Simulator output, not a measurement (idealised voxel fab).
Presented below is a process module, voxel transistor to metal.
We display cut, a cross-section 190 nm in width whose square cells are each 5 nm.
If you're reading a cross-section in this doc, picture square cells in a grid; it comes to you as bands, top ones listed first down to the bottom, and a band can be one or more rows of cells. The band entry comprises the height of the band's top followed by the height of its bottom, expressed in nm, and subsequently the band's materials from left to right, each stated together with its width in nm. Where a single material is marked with the word "throughout", that material fills the band from edge to edge. The word "air" represents empty space. We count height from 0. Below that, the starting wafer is all one material. The lowest band never ends at the bottom but goes on down; see "z 0 and below" for how that is written. A width given as "30->40" starts at the first number in the band's top row and ends at the second number in its bottom row, shifting by an equal amount at every step from row to row. What does "no alterations made" mean for a step? It means no cell of the cross-section changed in that step. Listed in "Closed void list": every empty space of 8 or more cells without an open way to the top. Form: width x height at distance, the distance being from the left edge, all in nm. If you see something after the settings on a step's line, that's the simulator's own remark about that step. overlay nm: mask right of planned place by this much (step with mask). Neg. = left.

So here's the lineup of process steps we planned
1. RECEIVE | material Si
2. OXIDIZE | depth nm 5
3. CONFORMAL_DEP | material SiN | thk nm 15
4. PATTERN | tone cover | mask id ACTIVE | material resist | width nm 115 | thk nm 20 | overlay nm 0
5. DIRECTIONAL_ETCH | etch materials SiN | depth nm 15
6. DIRECTIONAL_ETCH | etch materials SiO2 | depth nm 5
7. DIRECTIONAL_ETCH | etch materials Si | depth nm 30
8. STRIP | etch materials resist
9. FILL_DEP | material SiO2 | thk nm 10
10. CMP | height nm 15
11. SELECTIVE_ETCH | etch materials SiO2 | depth nm 15
12. STRIP | etch materials SiN
13. SELECTIVE_ETCH | etch materials SiO2 | depth nm 5
14. OXIDIZE | depth nm 5
15. DIRECTIONAL_DEP | material polySi | thk nm 25
16. DIRECTIONAL_DEP | material SiCN | thk nm 10
17. MASKED_ETCH | tone cover | mask id GATE | width nm 25 | etch materials SiCN | depth nm 20 | overlay nm 0
18. MASKED_ETCH | tone cover | mask id GATE | width nm 25 | etch materials polySi | depth nm 35 | overlay nm 0
19. CONFORMAL_DEP | material SiO2 | thk nm 5
20. DIRECTIONAL_ETCH | etch materials SiO2 | depth nm 5
21. CONFORMAL_DEP | material SiN | thk nm 10
22. DIRECTIONAL_ETCH | etch materials SiN | depth nm 10
23. DIRECTIONAL_ETCH | etch materials SiO2 | depth nm 5
24. EPI | material pSi | thk nm 5
25. FILL_DEP | material SiO2 | thk nm 10
26. CMP | height nm 20
27. STRIP | etch materials polySi
28. SELECTIVE_ETCH | etch materials SiO2 | depth nm 5
29. CONFORMAL_DEP | material HfO2 | thk nm 5
30. CONFORMAL_DEP | material TiN | thk nm 5
31. FILL_DEP | material W | thk nm 10
32. CMP | height nm 15
33. DIRECTIONAL_DEP | material SiO2 | thk nm 15
34. PATTERN | tone open | mask id CONTACT | material resist | width nm 15 | pitch nm 80 | thk nm 15 | overlay nm 0
35. DIRECTIONAL_ETCH | etch materials SiO2 | depth nm 35
36. STRIP | etch materials resist
37. CONFORMAL_DEP | material TiN | thk nm 5
38. FILL_DEP | material Ru | thk nm 10
39. CMP | height nm 30
40. DIRECTIONAL_DEP | material TiN | thk nm 5
41. DIRECTIONAL_DEP | material W | thk nm 15
42. MASKED_ETCH | tone cover | mask id METAL_1 | width nm 15 | pitch nm 80 | etch materials W | depth nm 15 | overlay nm 0
43. MASKED_ETCH | tone cover | mask id METAL_1 | width nm 15 | pitch nm 80 | etch materials TiN | depth nm 5 | overlay nm 0
44. CONFORMAL_DEP | material SiCN | thk nm 5
45. FILL_DEP | material lowk | thk nm 5
46. CMP | height nm 50
47. CONFORMAL_DEP | material SiCN | thk nm 5
48. DIRECTIONAL_DEP | material SiO2 | thk nm 30
49. DIRECTIONAL_DEP | material aC | thk nm 15
50. PATTERN | tone open | mask id METAL_2 | material resist | width nm 15 | pitch nm 80 | thk nm 30 | overlay nm 0
51. DIRECTIONAL_ETCH | etch materials aC | depth nm 15
52. STRIP | etch materials resist
53. DIRECTIONAL_ETCH | etch materials SiO2 | depth nm 15
54. STRIP | etch materials aC
55. PATTERN | tone open | mask id METAL_2_HOLES | material resist | width nm 15 | pitch nm 80 | thk nm 15 | overlay nm 0
56. DIRECTIONAL_ETCH | etch materials SiO2 | depth nm 15
57. DIRECTIONAL_ETCH | etch materials SiCN | depth nm 5
58. STRIP | etch materials resist
59. CONFORMAL_DEP | material TiN | thk nm 5
60. FILL_DEP | material Cu | thk nm 5
61. CMP | height nm 85
62. CONFORMAL_DEP | material SiN | thk nm 5

Delivered wafer in cross-section: state after step 1
- z 0 and below | Si throughout
- Closed void list: none

What the wafer looks like in cross-section after this module, when it starts as shown above and follows the plan above but one mistake is made in running it
- z 90 to 85 | SiN throughout
- z 85 to 55 | SiO2 45  TiN 5  Cu 5  TiN 5  SiO2 65  TiN 5  Cu 5  TiN 5  SiO2 50
- z 55 to 50 | SiCN 45  TiN 15  SiCN 65  TiN 15  SiCN 50
- z 50 to 35 | lowk 40  SiCN 5  W 15  SiCN 5  lowk 55  SiCN 5  W 15  SiCN 5  lowk 45
- z 35 to 30 | SiCN 45  TiN 15  SiCN 65  TiN 15  SiCN 50
- z 30 to 25 | TiN 50  Ru 5  TiN 75  Ru 5  TiN 55
- z 25 to 10 | SiO2 45  TiN 5  Ru 5  TiN 5  SiO2 65  TiN 5  Ru 5  TiN 5  SiO2 50
- z 10 to 0 | SiO2 45  TiN 5  Ru 5  TiN 5  SiO2 5  SiN 10  HfO2 5  TiN 5  W 15  TiN 5  HfO2 5  SiN 10  SiO2 5  TiN 5  Ru 5  TiN 5  SiO2 50
- z 0 to -5 | SiO2 45  TiN 15  SiO2 5  SiN 10  HfO2 5  TiN 25  HfO2 5  SiN 10  SiO2 5  TiN 15  SiO2 50
- z -5 to -10 | SiO2 30  pSi 35  SiO2 10  HfO2 35  SiO2 10  pSi 35  SiO2 35
- z -10 to -35 | SiO2 35  Si 115  SiO2 40
- z -35 and below | Si throughout
- Closed void list: none
What went wrong in running the wafer? in deviation from the planned setting, step 32 was conducted as CMP | height nm 10
